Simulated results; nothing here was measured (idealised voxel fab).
You're looking at the process module voxel wiring stack.
Square cell edge 5 nm, section width 240 nm, ID cut.
The cross-sections in this document take the form of a grid made of square cells. They are written out as bands, in order from top to bottom. Each band consists of one or more rows of cells. Per band: top height and bottom height in nm, followed by the left-to-right materials and their widths in nm; "everywhere" marks a single material spanning edge to edge, "blank" marks empty space. Measure heights from 0. That's the level where, below it, the as-received wafer is all one material. The lowest band is bottomless and extends downward; write it as in "0 down". With a width like "30->40", each row of cells in the band differs from the next by the same amount, the top row carrying the first number and the bottom row the second. The cross-section has no changed cell in any step marked "no modification". Reported under the label "Closed cavity list" are the empty spaces having no open way to the top and comprising 8 cells or more; the notation for each is width x height at distance, in which the distance is measured from the left edge and all three values are in nm. Formally, on a step line, whatever follows the settings is a remark that the simulator itself makes on the step. "overlay nm" on a masked step: distance the mask lay right of its planned place, negative for left.

**Set out below are the planned steps of the process**
1. RECEIVE with material Si
2. CONFORMAL_DEP with material SiO2, thk nm 10
3. DIRECTIONAL_DEP with material TiN, thk nm 5
4. DIRECTIONAL_DEP with material W, thk nm 25
5. DIRECTIONAL_DEP with material aC, thk nm 15
6. PATTERN with tone cover, mask id METAL_1, material resist, width nm 25, pitch nm 40, thk nm 30, overlay nm 0
7. DIRECTIONAL_ETCH with etch materials aC, depth nm 15
8. STRIP with etch materials resist
9. DIRECTIONAL_ETCH with etch materials W, depth nm 25
10. DIRECTIONAL_ETCH with etch materials TiN, depth nm 5
11. STRIP with etch materials aC
12. CONFORMAL_DEP with material SiCN, thk nm 5
13. FILL_DEP with material lowk, thk nm 5
14. CMP with height nm 40
15. CONFORMAL_DEP with material SiCN, thk nm 5
16. DIRECTIONAL_DEP with material SiO2, thk nm 20
17. MASKED_ETCH with tone open, mask id PLUG_1, width nm 15, pitch nm 80, etch materials SiO2, depth nm 20, overlay nm 0
18. MASKED_ETCH with tone open, mask id PLUG_1, width nm 15, pitch nm 80, etch materials SiCN, depth nm 5, overlay nm 0
19. EPI with material Ru, thk nm 10
20. EPI with material Ru, thk nm 10
21. EPI with material Ru, thk nm 5
22. CONFORMAL_DEP with material SiN, thk nm 5
23. DIRECTIONAL_DEP with material lowk, thk nm 20
24. DIRECTIONAL_DEP with material aC, thk nm 15
25. PATTERN with tone open, mask id METAL_2, material resist, width nm 25, pitch nm 40, thk nm 35, overlay nm 0
26. DIRECTIONAL_ETCH with etch materials aC, depth nm 15
27. STRIP with etch materials resist
28. DIRECTIONAL_ETCH with etch materials lowk, depth nm 20
29. DIRECTIONAL_ETCH with etch materials SiN, depth nm 5
30. STRIP with etch materials aC
31. CONFORMAL_DEP with material TiN, thk nm 5
32. FILL_DEP with material Cu, thk nm 10
33. CMP with height nm 90
34. EPI with material Ru, thk nm 5
35. FILL_DEP with material SiCN, thk nm 5

**This is the cross-section of the wafer as we received it, i.e. after step 1**
	0 down = Si everywhere
	Closed cavity list: none

**Cross-sectional view of the first of the two wafers upon completion of the module, processed in accordance with the plan**
	100 to 95 = SiCN everywhere
	95 to 90 = SiCN 40, then Ru 35, then SiCN 5, then Ru 35, then SiCN 5, then Ru 35, then SiCN 5, then Ru 35, then SiCN 45
	90 to 70 = lowk 45, then TiN 5, then Cu 15, then TiN 5, then lowk 15, then TiN 5, then Cu 15, then TiN 5, then lowk 15, then TiN 5, then Cu 15, then TiN 5, then lowk 15, then TiN 5, then Cu 15, then TiN 5, then lowk 50
	70 to 65 = SiN 45, then TiN 25, then SiN 15, then TiN 25, then SiN 15, then TiN 25, then SiN 15, then TiN 25, then SiN 50
	65 to 45 = SiO2 45, then Ru 15, then SiO2 65, then Ru 15, then SiO2 100
	45 to 40 = SiCN 45, then Ru 15, then SiCN 65, then Ru 15, then SiCN 100
	40 to 15 = lowk 40, then SiCN 5, then W 25, then SiCN 5, then lowk 5, then SiCN 5, then W 25, then SiCN 5, then lowk 5, then SiCN 5, then W 25, then SiCN 5, then lowk 5, then SiCN 5, then W 25, then SiCN 5, then lowk 45
	15 to 10 = SiCN 45, then TiN 25, then SiCN 15, then TiN 25, then SiCN 15, then TiN 25, then SiCN 15, then TiN 25, then SiCN 50
	10 to 0 = SiO2 everywhere
	0 down = Si everywhere
	Closed cavity list: none

**So this is wafer number two of the two, cut at the end of the module - it started where the first did and had the same plan, we just got one thing wrong running it**
	110 to 95 = SiCN everywhere
	95 to 90 = SiCN 40, then Ru 35, then SiCN 5, then Ru 35, then SiCN 5, then Ru 35, then SiCN 5, then Ru 35, then SiCN 45
	90 to 70 = lowk 45, then TiN 5, then Cu 15, then TiN 5, then lowk 15, then TiN 5, then Cu 15, then TiN 5, then lowk 15, then TiN 5, then Cu 15, then TiN 5, then lowk 15, then TiN 5, then Cu 15, then TiN 5, then lowk 50
	70 to 65 = SiN 45, then TiN 25, then SiN 15, then TiN 25, then SiN 15, then TiN 25, then SiN 15, then TiN 25, then SiN 50
	65 to 45 = SiO2 45, then Ru 15, then SiO2 65, then Ru 15, then SiO2 100
	45 to 40 = SiCN 45, then Ru 15, then SiCN 65, then Ru 15, then SiCN 100
	40 to 15 = lowk 40, then SiCN 5, then W 25, then SiCN 5, then lowk 5, then SiCN 5, then W 25, then SiCN 5, then lowk 5, then SiCN 5, then W 25, then SiCN 5, then lowk 5, then SiCN 5, then W 25, then SiCN 5, then lowk 45
	15 to 10 = SiCN 45, then TiN 25, then SiCN 15, then TiN 25, then SiCN 15, then TiN 25, then SiCN 15, then TiN 25, then SiCN 50
	10 to 0 = SiO2 everywhere
	0 down = Si everywhere
	Closed cavity list: none
Finding, execution versus plan: step 35: run off-plan, actual operation and settings FILL_DEP with material SiCN, thk nm 15
FYI, end of process, the second wafer has more or fewer cells of some materials than the first: SiCN: 96 more
